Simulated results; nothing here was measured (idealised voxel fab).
The following is a process module called voxel capacitor over wiring.
We display cut, a cross-section 200 nm in width whose square cells are each 5 nm.
Reading order for cross-sections: top band down to bottom band. Underlying form: a grid of square cells. Band size: one or more rows of cells. Top height, bottom height, nm. Materials left to right, width each, nm. Single material + "full width" = fills band edge to edge. "blank" = empty. Convention: height 0 is the level below which the wafer, as received, is all one material. The lowest band does not terminate at the bottom but continues downward, represented as "0 and below". Per-row width for "30 to 40": begins at first number (top row of band), ends at second number (bottom row), increment between rows held constant. "everything unchanged" (step): cross-section cells unchanged, all of them. Heads up: "Enclosed void inventory" only lists the empty pockets with no open path to the top that are 8 cells or more, and it writes them as width x height at distance, distance from the left edge, in nm. Whatever follows a step's settings on its line is a remark the simulator itself makes about that step. overlay nm, on a step with a mask: how far to the right of its planned place the mask lay; to the left if negative. Each pair below shows a cross-section before one step and the cross-section after it, down to the lowest band that changed. The line under each pair gives the step between them, with its settings. The pairs can come from different runs of this module on the same starting wafer, so a pair continues from the pair above only where its "Before processing" says so.
Before processing:
- 0 and below  Si full width
- Enclosed void inventory: none
Post-Step Geometry:
- 15 down to 0  SiO2 full width
- Everything below 0 is unchanged.
- Enclosed void inventory: none
Between the two cross-sections you see above, the step is CONFORMAL_DEP,material SiO2,thk nm 15
Before processing: no separate figure, the pair right above already shows it after its step.
Post-Step Geometry:
- 20 down to 15  TiN full width
- Everything below 15 is unchanged.
- Enclosed void inventory: none
Between the two cross-sections you see above, the step is DIRECTIONAL_DEP,material TiN,thk nm 5
Before processing: no separate figure, the pair right above already shows it after its step.
Post-Step Geometry:
- 35 down to 20  Ru full width
- Everything below 20 is unchanged.
- Enclosed void inventory: none
Between the two cross-sections you see above, the step is DIRECTIONAL_DEP,material Ru,thk nm 15
Before processing: no separate figure, the pair right above already shows it after its step.
Post-Step Geometry:
- 35 down to 20  blank=45 / Ru=25 / blank=60 / Ru=25 / blank=45
- Everything below 20 is unchanged.
- Enclosed void inventory: none
Between the two cross-sections you see above, the step is MASKED_ETCH,tone cover,mask id METAL_1,width nm 25,pitch nm 85,etch materials Ru,depth nm 15,overlay nm 0
Before processing: no separate figure, the pair right above already shows it after its step.
Post-Step Geometry:
- 35 down to 20  blank=45 / Ru=25 / blank=60 / Ru=25 / blank=45
- 20 down to 15  blank=45 / TiN=25 / blank=60 / TiN=25 / blank=45
- Everything below 15 is unchanged.
- Enclosed void inventory: none
Between the two cross-sections you see above, the step is MASKED_ETCH,tone cover,mask id METAL_1,width nm 25,pitch nm 85,etch materials TiN,depth nm 5,overlay nm 0
Before processing: no separate figure, the pair right above already shows it after its step.
Post-Step Geometry:
- 45 down to 35  lowk full width
- 35 down to 20  lowk=45 / Ru=25 / lowk=60 / Ru=25 / lowk=45
- 20 down to 15  lowk=45 / TiN=25 / lowk=60 / TiN=25 / lowk=45
- Everything below 15 is unchanged.
- Enclosed void inventory: none
Between the two cross-sections you see above, the step is FILL_DEP,material lowk,thk nm 10
Before processing: no separate figure, the pair right above already shows it after its step.
Post-Step Geometry:
- 35 down to 20  lowk=45 / Ru=25 / lowk=60 / Ru=25 / lowk=45
- Everything below 20 is unchanged.
- Enclosed void inventory: none
Between the two cross-sections you see above, the step is CMP,height nm 35
Before processing: no separate figure, the pair right above already shows it after its step.
Post-Step Geometry:
- 40 down to 35  SiCN full width
- Everything below 35 is unchanged.
- Enclosed void inventory: none
Between the two cross-sections you see above, the step is CONFORMAL_DEP,material SiCN,thk nm 5
Before processing: no separate figure, the pair right above already shows it after its step.
Post-Step Geometry:
- 60 down to 40  lowk full width
- Everything below 40 is unchanged.
- Enclosed void inventory: none
Between the two cross-sections you see above, the step is DIRECTIONAL_DEP,material lowk,thk nm 20
Before processing: no separate figure, the pair right above already shows it after its step.
Post-Step Geometry:
- 60 down to 40  lowk=55 / blank=15 / lowk=130
- Everything below 40 is unchanged.
- Enclosed void inventory: none
Between the two cross-sections you see above, the step is MASKED_ETCH,tone open,mask id PLUG_1,width nm 15,etch materials lowk,depth nm 20,overlay nm 0
Before processing: no separate figure, the pair right above already shows it after its step.
Post-Step Geometry:
- 60 down to 40  lowk=55 / blank=15 / lowk=130
- 40 down to 35  SiCN=55 / blank=15 / SiCN=130
- Everything below 35 is unchanged.
- Enclosed void inventory: none
Between the two cross-sections you see above, the step is MASKED_ETCH,tone open,mask id PLUG_1,width nm 15,etch materials SiCN,depth nm 5,overlay nm 0
Before processing: no separate figure, the pair right above already shows it after its step.
Post-Step Geometry:
- 60 down to 45  lowk=55 / blank=15 / lowk=130
- 45 down to 40  lowk=55 / Ru=15 / lowk=130
- 40 down to 35  SiCN=55 / Ru=15 / SiCN=130
- Everything below 35 is unchanged.
- Enclosed void inventory: none
Between the two cross-sections you see above, the step is EPI,material Ru,thk nm 10
Before processing: no separate figure, the pair right above already shows it after its step.
Post-Step Geometry:
- 60 down to 55  lowk=55 / blank=15 / lowk=130
- 55 down to 40  lowk=55 / Ru=15 / lowk=130
- Everything below 40 is unchanged.
- Enclosed void inventory: none
Between the two cross-sections you see above, the step is EPI,material Ru,thk nm 10
Before processing: no separate figure, the pair right above already shows it after its step.
Post-Step Geometry:
- 60 down to 40  lowk=55 / Ru=15 / lowk=130
- Everything below 40 is unchanged.
- Enclosed void inventory: none
Between the two cross-sections you see above, the step is EPI,material Ru,thk nm 5
Before processing: no separate figure, the pair right above already shows it after its step.
Post-Step Geometry:
- 70 down to 60  TiN full width
- Everything below 60 is unchanged.
- Enclosed void inventory: none
Between the two cross-sections you see above, the step is DIRECTIONAL_DEP,material TiN,thk nm 10
Before processing: no separate figure, the pair right above already shows it after its step.
Post-Step Geometry:
- 75 down to 70  Al2O3 full width
- Everything below 70 is unchanged.
- Enclosed void inventory: none
Between the two cross-sections you see above, the step is DIRECTIONAL_DEP,material Al2O3,thk nm 5
Before processing: no separate figure, the pair right above already shows it after its step.
Post-Step Geometry:
- 80 down to 75  TiN full width
- Everything below 75 is unchanged.
- Enclosed void inventory: none
Between the two cross-sections you see above, the step is DIRECTIONAL_DEP,material TiN,thk nm 5
Before processing: no separate figure, the pair right above already shows it after its step.
Post-Step Geometry:
- 95 down to 80  blank=55 / resist=65 / blank=80
- Everything below 80 is unchanged.
- Enclosed void inventory: none
Between the two cross-sections you see above, the step is PATTERN,tone cover,mask id UPPER_PLATE,material resist,width nm 65,thk nm 15,overlay nm 0
Before processing: no separate figure, the pair right above already shows it after its step.
Post-Step Geometry:
- 95 down to 80  blank=55 / resist=65 / blank=80
- 80 down to 75  blank=55 / TiN=65 / blank=80
- Everything below 75 is unchanged.
- Enclosed void inventory: none
Between the two cross-sections you see above, the step is DIRECTIONAL_ETCH,etch materials TiN,depth nm 5
Before processing: no separate figure, the pair right above already shows it after its step.
Post-Step Geometry:
- 95 down to 80  blank=55 / resist=65 / blank=80
- 80 down to 75  blank=55 / TiN=65 / blank=80
- 75 down to 70  blank=55 / Al2O3=65 / blank=80
- Everything below 70 is unchanged.
- Enclosed void inventory: none
Between the two cross-sections you see above, the step is DIRECTIONAL_ETCH,etch materials Al2O3,depth nm 5
Before processing: no separate figure, the pair right above already shows it after its step.
Post-Step Geometry:
- 80 down to 75  blank=55 / TiN=65 / blank=80
- Everything below 75 is unchanged.
- Enclosed void inventory: none
Between the two cross-sections you see above, the step is STRIP,etch materials resist
Before processing: no separate figure, the pair right above already shows it after its step.
Post-Step Geometry:
- 100 down to 80  blank=50 / resist=75 / blank=75
- 80 down to 75  blank=50 / resist=5 / TiN=65 / resist=5 / blank=75
- 75 down to 70  blank=50 / resist=5 / Al2O3=65 / resist=5 / blank=75
- Everything below 70 is unchanged.
- Enclosed void inventory: none
Between the two cross-sections you see above, the step is PATTERN,tone cover,mask id LOWER_PLATE,material resist,width nm 75,thk nm 20,overlay nm 0
Before processing: no separate figure, the pair right above already shows it after its step.
Post-Step Geometry:
- 100 down to 80  blank=50 / resist=75 / blank=75
- 80 down to 75  blank=50 / resist=5 / TiN=65 / resist=5 / blank=75
- 75 down to 70  blank=50 / resist=5 / Al2O3=65 / resist=5 / blank=75
- 70 down to 60  blank=50 / TiN=75 / blank=75
- Everything below 60 is unchanged.
- Enclosed void inventory: none
Between the two cross-sections you see above, the step is DIRECTIONAL_ETCH,etch materials TiN,depth nm 10
Before processing: no separate figure, the pair right above already shows it after its step.
Post-Step Geometry:
- 80 down to 75  blank=55 / TiN=65 / blank=80
- 75 down to 70  blank=55 / Al2O3=65 / blank=80
- Everything below 70 is unchanged.
- Enclosed void inventory: none
Between the two cross-sections you see above, the step is STRIP,etch materials resist
Before processing: no separate figure, the pair right above already shows it after its step.
Post-Step Geometry:
- 95 down to 80  SiO2 full width
- 80 down to 75  SiO2=55 / TiN=65 / SiO2=80
- 75 down to 70  SiO2=55 / Al2O3=65 / SiO2=80
- 70 down to 60  SiO2=50 / TiN=75 / SiO2=75
- Everything below 60 is unchanged.
- Enclosed void inventory: none
Between the two cross-sections you see above, the step is FILL_DEP,material SiO2,thk nm 15
Before processing: no separate figure, the pair right above already shows it after its step.
Post-Step Geometry:
- 90 down to 80  SiO2 full width
- Everything below 80 is unchanged.
- Enclosed void inventory: none
Between the two cross-sections you see above, the step is CMP,height nm 90
Before processing: no separate figure, the pair right above already shows it after its step.
Post-Step Geometry:
- 105 down to 90  aC full width
- Everything below 90 is unchanged.
- Enclosed void inventory: none
Between the two cross-sections you see above, the step is DIRECTIONAL_DEP,material aC,thk nm 15
Before processing: no separate figure, the pair right above already shows it after its step.
Post-Step Geometry:
- 135 down to 105  resist=65 / blank=15 / resist=120
- Everything below 105 is unchanged.
- Enclosed void inventory: none
Between the two cross-sections you see above, the step is PATTERN,tone open,mask id PLUG_2,material resist,width nm 15,thk nm 30,overlay nm 0
Before processing: no separate figure, the pair right above already shows it after its step.
Post-Step Geometry:
- 120 down to 105  resist=65 / blank=15 / resist=120
- 105 down to 90  aC=65 / blank=15 / aC=120
- Everything below 90 is unchanged.
- Enclosed void inventory: none
Between the two cross-sections you see above, the step is DIRECTIONAL_ETCH,etch materials aC,depth nm 15
Before processing: no separate figure, the pair right above already shows it after its step.
Post-Step Geometry:
- 105 down to 90  aC=65 / blank=15 / aC=120
- Everything below 90 is unchanged.
- Enclosed void inventory: none
Between the two cross-sections you see above, the step is STRIP,etch materials resist
Before processing: no separate figure, the pair right above already shows it after its step.
Post-Step Geometry:
- 105 down to 90  aC=65 / blank=15 / aC=120
- 90 down to 80  SiO2=65 / blank=15 / SiO2=120
- Everything below 80 is unchanged.
- Enclosed void inventory: none
Between the two cross-sections you see above, the step is DIRECTIONAL_ETCH,etch materials SiO2,depth nm 10
Before processing: no separate figure, the pair right above already shows it after its step.
Post-Step Geometry:
- 90 down to 80  SiO2=65 / blank=15 / SiO2=120
- Everything below 80 is unchanged.
- Enclosed void inventory: none
Between the two cross-sections you see above, the step is STRIP,etch materials aC
Before processing: no separate figure, the pair right above already shows it after its step.
Post-Step Geometry:
- 95 down to 90  TiN=70 / blank=5 / TiN=125
- 90 down to 85  SiO2=65 / TiN=5 / blank=5 / TiN=5 / SiO2=120
- 85 down to 75  SiO2=65 to 55 / TiN=15 to 65 / SiO2=120 to 80
- Everything below 75 is unchanged.
- Enclosed void inventory: none
Between the two cross-sections you see above, the step is CONFORMAL_DEP,material TiN,thk nm 5
Before processing: no separate figure, the pair right above already shows it after its step.
Post-Step Geometry:
- 105 down to 95  W full width
- 95 down to 90  TiN=70 / W=5 / TiN=125
- 90 down to 85  SiO2=65 / TiN=5 / W=5 / TiN=5 / SiO2=120
- Everything below 85 is unchanged.
- Enclosed void inventory: none
Between the two cross-sections you see above, the step is FILL_DEP,material W,thk nm 10
Before processing: no separate figure, the pair right above already shows it after its step.
Post-Step Geometry:
- 90 down to 85  SiO2=65 / TiN=5 / W=5 / TiN=5 / SiO2=120
- Everything below 85 is unchanged.
- Enclosed void inventory: none
Between the two cross-sections you see above, the step is CMP,height nm 90
Before processing: no separate figure, the pair right above already shows it after its step.
Post-Step Geometry:
- 95 down to 90  SiCN full width
- Everything below 90 is unchanged.
- Enclosed void inventory: none
Between the two cross-sections you see above, the step is CONFORMAL_DEP,material SiCN,thk nm 5
Before processing:
- 70 down to 60  TiN full width
- 60 down to 40  lowk=55 / Ru=15 / lowk=130
- 40 down to 35  SiCN=55 / Ru=15 / SiCN=130
- 35 down to 20  lowk=45 / Ru=25 / lowk=60 / Ru=25 / lowk=45
- 20 down to 15  lowk=45 / TiN=25 / lowk=60 / TiN=25 / lowk=45
- 15 down to 0  SiO2 full width
- 0 and below  Si full width
- Enclosed void inventory: none
Post-Step Geometry:
- 75 down to 60  TiN full width
- Everything below 60 is unchanged.
- Enclosed void inventory: none
Between the two cross-sections you see above, the step is DIRECTIONAL_DEP,material TiN,thk nm 5
Before processing: no separate figure, the pair right above already shows it after its step.
Post-Step Geometry:
- 90 down to 75  blank=55 / resist=65 / blank=80
- Everything below 75 is unchanged.
- Enclosed void inventory: none
Between the two cross-sections you see above, the step is PATTERN,tone cover,mask id UPPER_PLATE,material resist,width nm 65,thk nm 15,overlay nm 0
Before processing: no separate figure, the pair right above already shows it after its step.
Post-Step Geometry:
- 90 down to 75  blank=55 / resist=65 / blank=80
- 75 down to 70  blank=55 / TiN=65 / blank=80
- Everything below 70 is unchanged.
- Enclosed void inventory: none
Between the two cross-sections you see above, the step is DIRECTIONAL_ETCH,etch materials TiN,depth nm 5
Before processing: no separate figure, the pair right above already shows it after its step.
Post-Step Geometry:
- 75 down to 70  blank=55 / TiN=65 / blank=80
- Everything below 70 is unchanged.
- Enclosed void inventory: none
Between the two cross-sections you see above, the step is STRIP,etch materials resist
Before processing: no separate figure, the pair right above already shows it after its step.
Post-Step Geometry:
- 95 down to 75  blank=50 / resist=75 / blank=75
- 75 down to 70  blank=50 / resist=5 / TiN=65 / resist=5 / blank=75
- Everything below 70 is unchanged.
- Enclosed void inventory: none
Between the two cross-sections you see above, the step is PATTERN,tone cover,mask id LOWER_PLATE,material resist,width nm 75,thk nm 20,overlay nm 0
Before processing: no separate figure, the pair right above already shows it after its step.
Post-Step Geometry:
- 95 down to 75  blank=50 / resist=75 / blank=75
- 75 down to 70  blank=50 / resist=5 / TiN=65 / resist=5 / blank=75
- 70 down to 60  blank=50 / TiN=75 / blank=75
- Everything below 60 is unchanged.
- Enclosed void inventory: none
Between the two cross-sections you see above, the step is DIRECTIONAL_ETCH,etch materials TiN,depth nm 10
Before processing: no separate figure, the pair right above already shows it after its step.
Post-Step Geometry:
- 75 down to 70  blank=55 / TiN=65 / blank=80
- Everything below 70 is unchanged.
- Enclosed void inventory: none
Between the two cross-sections you see above, the step is STRIP,etch materials resist
Before processing: no separate figure, the pair right above already shows it after its step.
Post-Step Geometry:
- 90 down to 75  SiO2 full width
- 75 down to 70  SiO2=55 / TiN=65 / SiO2=80
- 70 down to 60  SiO2=50 / TiN=75 / SiO2=75
- Everything below 60 is unchanged.
- Enclosed void inventory: none
Between the two cross-sections you see above, the step is FILL_DEP,material SiO2,thk nm 15
Before processing: no separate figure, the pair right above already shows it after its step.
Post-Step Geometry:
- 105 down to 90  aC full width
- Everything below 90 is unchanged.
- Enclosed void inventory: none
Between the two cross-sections you see above, the step is DIRECTIONAL_DEP,material aC,thk nm 15
Before processing: no separate figure, the pair right above already shows it after its step.
Post-Step Geometry:
- 135 down to 105  resist=65 / blank=15 / resist=120
- Everything below 105 is unchanged.
- Enclosed void inventory: none
Between the two cross-sections you see above, the step is PATTERN,tone open,mask id PLUG_2,material resist,width nm 15,thk nm 30,overlay nm 0
Before processing: no separate figure, the pair right above already shows it after its step.
Post-Step Geometry:
- 120 down to 105  resist=65 / blank=15 / resist=120
- 105 down to 90  aC=65 / blank=15 / aC=120
- Everything below 90 is unchanged.
- Enclosed void inventory: none
Between the two cross-sections you see above, the step is DIRECTIONAL_ETCH,etch materials aC,depth nm 15
Before processing: no separate figure, the pair right above already shows it after its step.
Post-Step Geometry:
- 105 down to 90  aC=65 / blank=15 / aC=120
- Everything below 90 is unchanged.
- Enclosed void inventory: none
Between the two cross-sections you see above, the step is STRIP,etch materials resist
Before processing: no separate figure, the pair right above already shows it after its step.
Post-Step Geometry:
- 105 down to 90  aC=65 / blank=15 / aC=120
- 90 down to 80  SiO2=65 / blank=15 / SiO2=120
- Everything below 80 is unchanged.
- Enclosed void inventory: none
Between the two cross-sections you see above, the step is DIRECTIONAL_ETCH,etch materials SiO2,depth nm 10
Before processing: no separate figure, the pair right above already shows it after its step.
Post-Step Geometry:
- 90 down to 80  SiO2=65 / blank=15 / SiO2=120
- Everything below 80 is unchanged.
- Enclosed void inventory: none
Between the two cross-sections you see above, the step is STRIP,etch materials aC
Before processing: no separate figure, the pair right above already shows it after its step.
Post-Step Geometry:
- 95 down to 90  TiN=70 / blank=5 / TiN=125
- 90 down to 85  SiO2=65 / TiN=5 / blank=5 / TiN=5 / SiO2=120
- 85 down to 80  SiO2=65 / TiN=15 / SiO2=120
- Everything below 80 is unchanged.
- Enclosed void inventory: none
Between the two cross-sections you see above, the step is CONFORMAL_DEP,material TiN,thk nm 5
Before processing: no separate figure, the pair right above already shows it after its step.
Post-Step Geometry:
- 105 down to 95  W full width
- 95 down to 90  TiN=70 / W=5 / TiN=125
- 90 down to 85  SiO2=65 / TiN=5 / W=5 / TiN=5 / SiO2=120
- Everything below 85 is unchanged.
- Enclosed void inventory: none
Between the two cross-sections you see above, the step is FILL_DEP,material W,thk nm 10
Before processing: no separate figure, the pair right above already shows it after its step.
Post-Step Geometry:
- 90 down to 85  SiO2=65 / TiN=5 / W=5 / TiN=5 / SiO2=120
- Everything below 85 is unchanged.
- Enclosed void inventory: none
Between the two cross-sections you see above, the step is CMP,height nm 90
Before processing: no separate figure, the pair right above already shows it after its step.
Post-Step Geometry:
- 95 down to 90  SiCN full width
- Everything below 90 is unchanged.
- Enclosed void inventory: none
Between the two cross-sections you see above, the step is CONFORMAL_DEP,material SiCN,thk nm 5
Before processing:
- 60 down to 40  lowk full width
- 40 down to 35  SiCN full width
- 35 down to 20  lowk=45 / Ru=25 / lowk=60 / Ru=25 / lowk=45
- 20 down to 15  lowk=45 / TiN=25 / lowk=60 / TiN=25 / lowk=45
- 15 down to 0  SiO2 full width
- 0 and below  Si full width
- Enclosed void inventory: none
Post-Step Geometry:
- 80 down to 40  lowk full width
- Everything below 40 is unchanged.
- Enclosed void inventory: none
Between the two cross-sections you see above, the step is DIRECTIONAL_DEP,material lowk,thk nm 20
Before processing: no separate figure, the pair right above already shows it after its step.
Post-Step Geometry:
- 80 down to 60  lowk=55 / blank=15 / lowk=130
- Everything below 60 is unchanged.
- Enclosed void inventory: none
Between the two cross-sections you see above, the step is MASKED_ETCH,tone open,mask id PLUG_1,width nm 15,etch materials lowk,depth nm 20,overlay nm 0
Before processing: no separate figure, the pair right above already shows it after its step.
Post-Step Geometry:
- 90 down to 80  TiN=55 / blank=15 / TiN=130
- 80 down to 70  lowk=55 / blank=15 / lowk=130
- 70 down to 60  lowk=55 / TiN=15 / lowk=130
- Everything below 60 is unchanged.
- Enclosed void inventory: none
Between the two cross-sections you see above, the step is DIRECTIONAL_DEP,material TiN,thk nm 10
Before processing: no separate figure, the pair right above already shows it after its step.
Post-Step Geometry:
- 95 down to 90  Al2O3=55 / blank=15 / Al2O3=130
- 90 down to 80  TiN=55 / blank=15 / TiN=130
- 80 down to 75  lowk=55 / blank=15 / lowk=130
- 75 down to 70  lowk=55 / Al2O3=15 / lowk=130
- Everything below 70 is unchanged.
- Enclosed void inventory: none
Between the two cross-sections you see above, the step is DIRECTIONAL_DEP,material Al2O3,thk nm 5
Before processing: no separate figure, the pair right above already shows it after its step.
Post-Step Geometry:
- 100 down to 95  TiN=55 / blank=15 / TiN=130
- 95 down to 90  Al2O3=55 / blank=15 / Al2O3=130
- 90 down to 80  TiN=55 / blank=15 / TiN=130
- 80 down to 75  lowk=55 / TiN=15 / lowk=130
- Everything below 75 is unchanged.
- Enclosed void inventory: none
Between the two cross-sections you see above, the step is DIRECTIONAL_DEP,material TiN,thk nm 5
Before processing: no separate figure, the pair right above already shows it after its step.
Post-Step Geometry:
- 115 down to 100  blank=55 / resist=65 / blank=80
- 100 down to 95  TiN=55 / resist=15 / TiN=130
- 95 down to 90  Al2O3=55 / resist=15 / Al2O3=130
- 90 down to 80  TiN=55 / resist=15 / TiN=130
- Everything below 80 is unchanged.
- Enclosed void inventory: none
Between the two cross-sections you see above, the step is PATTERN,tone cover,mask id UPPER_PLATE,material resist,width nm 65,thk nm 15,overlay nm 0
Before processing: no separate figure, the pair right above already shows it after its step.
Post-Step Geometry:
- 115 down to 100  blank=55 / resist=65 / blank=80
- 100 down to 95  blank=55 / resist=15 / TiN=50 / blank=80
- Everything below 95 is unchanged.
- Enclosed void inventory: none
Between the two cross-sections you see above, the step is DIRECTIONAL_ETCH,etch materials TiN,depth nm 5
Before processing: no separate figure, the pair right above already shows it after its step.
Post-Step Geometry:
- 115 down to 100  blank=55 / resist=65 / blank=80
- 100 down to 95  blank=55 / resist=15 / TiN=50 / blank=80
- 95 down to 90  blank=55 / resist=15 / Al2O3=50 / blank=80
- Everything below 90 is unchanged.
- Enclosed void inventory: none
Between the two cross-sections you see above, the step is DIRECTIONAL_ETCH,etch materials Al2O3,depth nm 5
Before processing: no separate figure, the pair right above already shows it after its step.
Post-Step Geometry:
- 100 down to 95  blank=70 / TiN=50 / blank=80
- 95 down to 90  blank=70 / Al2O3=50 / blank=80
- 90 down to 80  TiN=55 / blank=15 / TiN=130
- Everything below 80 is unchanged.
- Enclosed void inventory: none
Between the two cross-sections you see above, the step is STRIP,etch materials resist
Before processing: no separate figure, the pair right above already shows it after its step.
Post-Step Geometry:
- 120 down to 100  blank=50 / resist=75 / blank=75
- 100 down to 95  blank=50 / resist=20 / TiN=50 / resist=5 / blank=75
- 95 down to 90  blank=50 / resist=20 / Al2O3=50 / resist=5 / blank=75
- 90 down to 80  TiN=55 / resist=15 / TiN=130
- Everything below 80 is unchanged.
- Enclosed void inventory: none
Between the two cross-sections you see above, the step is PATTERN,tone cover,mask id LOWER_PLATE,material resist,width nm 75,thk nm 20,overlay nm 0
Before processing: no separate figure, the pair right above already shows it after its step.
Post-Step Geometry:
- 120 down to 100  blank=50 / resist=75 / blank=75
- 100 down to 95  blank=50 / resist=20 / TiN=50 / resist=5 / blank=75
- 95 down to 90  blank=50 / resist=20 / Al2O3=50 / resist=5 / blank=75
- 90 down to 80  blank=50 / TiN=5 / resist=15 / TiN=55 / blank=75
- Everything below 80 is unchanged.
- Enclosed void inventory: none
Between the two cross-sections you see above, the step is DIRECTIONAL_ETCH,etch materials TiN,depth nm 10
Before processing: no separate figure, the pair right above already shows it after its step.
Post-Step Geometry:
- 100 down to 95  blank=70 / TiN=50 / blank=80
- 95 down to 90  blank=70 / Al2O3=50 / blank=80
- 90 down to 80  blank=50 / TiN=5 / blank=15 / TiN=55 / blank=75
- Everything below 80 is unchanged.
- Enclosed void inventory: none
Between the two cross-sections you see above, the step is STRIP,etch materials resist
Before processing: no separate figure, the pair right above already shows it after its step.
Post-Step Geometry:
- 115 down to 100  SiO2 full width
- 100 down to 95  SiO2=70 / TiN=50 / SiO2=80
- 95 down to 90  SiO2=70 / Al2O3=50 / SiO2=80
- 90 down to 80  SiO2=50 / TiN=5 / SiO2=15 / TiN=55 / SiO2=75
- Everything below 80 is unchanged.
- Enclosed void inventory: none
Between the two cross-sections you see above, the step is FILL_DEP,material SiO2,thk nm 15
Before processing: no separate figure, the pair right above already shows it after its step.
Post-Step Geometry:
- 90 down to 80  SiO2=50 / TiN=5 / SiO2=15 / TiN=55 / SiO2=75
- Everything below 80 is unchanged.
- Enclosed void inventory: none
Between the two cross-sections you see above, the step is CMP,height nm 90
Before processing: no separate figure, the pair right above already shows it after its step.
Post-Step Geometry:
- 105 down to 90  aC full width
- Everything below 90 is unchanged.
- Enclosed void inventory: none
Between the two cross-sections you see above, the step is DIRECTIONAL_DEP,material aC,thk nm 15
Before processing: no separate figure, the pair right above already shows it after its step.
Post-Step Geometry:
- 135 down to 105  resist=65 / blank=15 / resist=120
- Everything below 105 is unchanged.
- Enclosed void inventory: none
Between the two cross-sections you see above, the step is PATTERN,tone open,mask id PLUG_2,material resist,width nm 15,thk nm 30,overlay nm 0
Before processing: no separate figure, the pair right above already shows it after its step.
Post-Step Geometry:
- 120 down to 105  resist=65 / blank=15 / resist=120
- 105 down to 90  aC=65 / blank=15 / aC=120
- Everything below 90 is unchanged.
- Enclosed void inventory: none
Between the two cross-sections you see above, the step is DIRECTIONAL_ETCH,etch materials aC,depth nm 15
Before processing: no separate figure, the pair right above already shows it after its step.
Post-Step Geometry:
- 105 down to 90  aC=65 / blank=15 / aC=120
- Everything below 90 is unchanged.
- Enclosed void inventory: none
Between the two cross-sections you see above, the step is STRIP,etch materials resist
Before processing: no separate figure, the pair right above already shows it after its step.
Post-Step Geometry:
- 105 down to 90  aC=65 / blank=15 / aC=120
- 90 down to 80  SiO2=50 / TiN=5 / SiO2=10 / blank=5 / TiN=55 / SiO2=75
- Everything below 80 is unchanged.
- Enclosed void inventory: none
Between the two cross-sections you see above, the step is DIRECTIONAL_ETCH,etch materials SiO2,depth nm 10
Before processing: no separate figure, the pair right above already shows it after its step.
Post-Step Geometry:
- 90 down to 80  SiO2=50 / TiN=5 / SiO2=10 / blank=5 / TiN=55 / SiO2=75
- Everything below 80 is unchanged.
- Enclosed void inventory: none
Between the two cross-sections you see above, the step is STRIP,etch materials aC
Before processing: no separate figure, the pair right above already shows it after its step.
Post-Step Geometry:
- 95 down to 90  TiN full width
- 90 down to 80  SiO2=50 / TiN=5 / SiO2=10 / TiN=60 / SiO2=75
- Everything below 80 is unchanged.
- Enclosed void inventory: none
Between the two cross-sections you see above, the step is CONFORMAL_DEP,material TiN,thk nm 5
Before processing: no separate figure, the pair right above already shows it after its step.
Post-Step Geometry:
- 105 down to 95  W full width
- Everything below 95 is unchanged.
- Enclosed void inventory: none
Between the two cross-sections you see above, the step is FILL_DEP,material W,thk nm 10
Before processing: no separate figure, the pair right above already shows it after its step.
Post-Step Geometry:
- 90 down to 80  SiO2=50 / TiN=5 / SiO2=10 / TiN=60 / SiO2=75
- Everything below 80 is unchanged.
- Enclosed void inventory: none
Between the two cross-sections you see above, the step is CMP,height nm 90
Before processing: no separate figure, the pair right above already shows it after its step.
Post-Step Geometry:
- 95 down to 90  SiCN full width
- Everything below 90 is unchanged.
- Enclosed void inventory: none
Between the two cross-sections you see above, the step is CONFORMAL_DEP,material SiCN,thk nm 5
Before processing:
- 0 and below  Si full width
- Enclosed void inventory: none
Post-Step Geometry:
- 5 down to 0  TiN full width
- Everything below 0 is unchanged.
- Enclosed void inventory: none
Between the two cross-sections you see above, the step is DIRECTIONAL_DEP,material TiN,thk nm 5
Before processing: no separate figure, the pair right above already shows it after its step.
Post-Step Geometry:
- 20 down to 5  SiO2 full width
- Everything below 5 is unchanged.
- Enclosed void inventory: none
Between the two cross-sections you see above, the step is CONFORMAL_DEP,material SiO2,thk nm 15
Before processing: no separate figure, the pair right above already shows it after its step.
Post-Step Geometry:
- 35 down to 20  Ru full width
- Everything below 20 is unchanged.
- Enclosed void inventory: none
Between the two cross-sections you see above, the step is DIRECTIONAL_DEP,material Ru,thk nm 15
Before processing: no separate figure, the pair right above already shows it after its step.
Post-Step Geometry:
- 35 down to 20  blank=45 / Ru=25 / blank=60 / Ru=25 / blank=45
- Everything below 20 is unchanged.
- Enclosed void inventory: none
Between the two cross-sections you see above, the step is MASKED_ETCH,tone cover,mask id METAL_1,width nm 25,pitch nm 85,etch materials Ru,depth nm 15,overlay nm 0
Before processing: no separate figure, the pair right above already shows it after its step.
Post-Step Geometry:
- 45 down to 35  lowk full width
- 35 down to 20  lowk=45 / Ru=25 / lowk=60 / Ru=25 / lowk=45
- Everything below 20 is unchanged.
- Enclosed void inventory: none
Between the two cross-sections you see above, the step is FILL_DEP,material lowk,thk nm 10
Before processing: no separate figure, the pair right above already shows it after its step.
Post-Step Geometry:
- 35 down to 20  lowk=45 / Ru=25 / lowk=60 / Ru=25 / lowk=45
- Everything below 20 is unchanged.
- Enclosed void inventory: none
Between the two cross-sections you see above, the step is CMP,height nm 35
Before processing: no separate figure, the pair right above already shows it after its step.
Post-Step Geometry:
- 40 down to 35  SiCN full width
- Everything below 35 is unchanged.
- Enclosed void inventory: none
Between the two cross-sections you see above, the step is CONFORMAL_DEP,material SiCN,thk nm 5
Before processing: no separate figure, the pair right above already shows it after its step.
Post-Step Geometry:
- 60 down to 40  lowk full width
- Everything below 40 is unchanged.
- Enclosed void inventory: none
Between the two cross-sections you see above, the step is DIRECTIONAL_DEP,material lowk,thk nm 20
Before processing: no separate figure, the pair right above already shows it after its step.
Post-Step Geometry:
- 60 down to 40  lowk=55 / blank=15 / lowk=130
- Everything below 40 is unchanged.
- Enclosed void inventory: none
Between the two cross-sections you see above, the step is MASKED_ETCH,tone open,mask id PLUG_1,width nm 15,etch materials lowk,depth nm 20,overlay nm 0
Before processing: no separate figure, the pair right above already shows it after its step.
Post-Step Geometry:
- 60 down to 40  lowk=55 / blank=15 / lowk=130
- 40 down to 35  SiCN=55 / blank=15 / SiCN=130
- Everything below 35 is unchanged.
- Enclosed void inventory: none
Between the two cross-sections you see above, the step is MASKED_ETCH,tone open,mask id PLUG_1,width nm 15,etch materials SiCN,depth nm 5,overlay nm 0
Before processing: no separate figure, the pair right above already shows it after its step.
Post-Step Geometry:
- 60 down to 45  lowk=55 / blank=15 / lowk=130
- 45 down to 40  lowk=55 / Ru=15 / lowk=130
- 40 down to 35  SiCN=55 / Ru=15 / SiCN=130
- Everything below 35 is unchanged.
- Enclosed void inventory: none
Between the two cross-sections you see above, the step is EPI,material Ru,thk nm 10
Before processing: no separate figure, the pair right above already shows it after its step.
Post-Step Geometry:
- 60 down to 55  lowk=55 / blank=15 / lowk=130
- 55 down to 40  lowk=55 / Ru=15 / lowk=130
- Everything below 40 is unchanged.
- Enclosed void inventory: none
Between the two cross-sections you see above, the step is EPI,material Ru,thk nm 10
Before processing: no separate figure, the pair right above already shows it after its step.
Post-Step Geometry:
- 60 down to 40  lowk=55 / Ru=15 / lowk=130
- Everything below 40 is unchanged.
- Enclosed void inventory: none
Between the two cross-sections you see above, the step is EPI,material Ru,thk nm 5
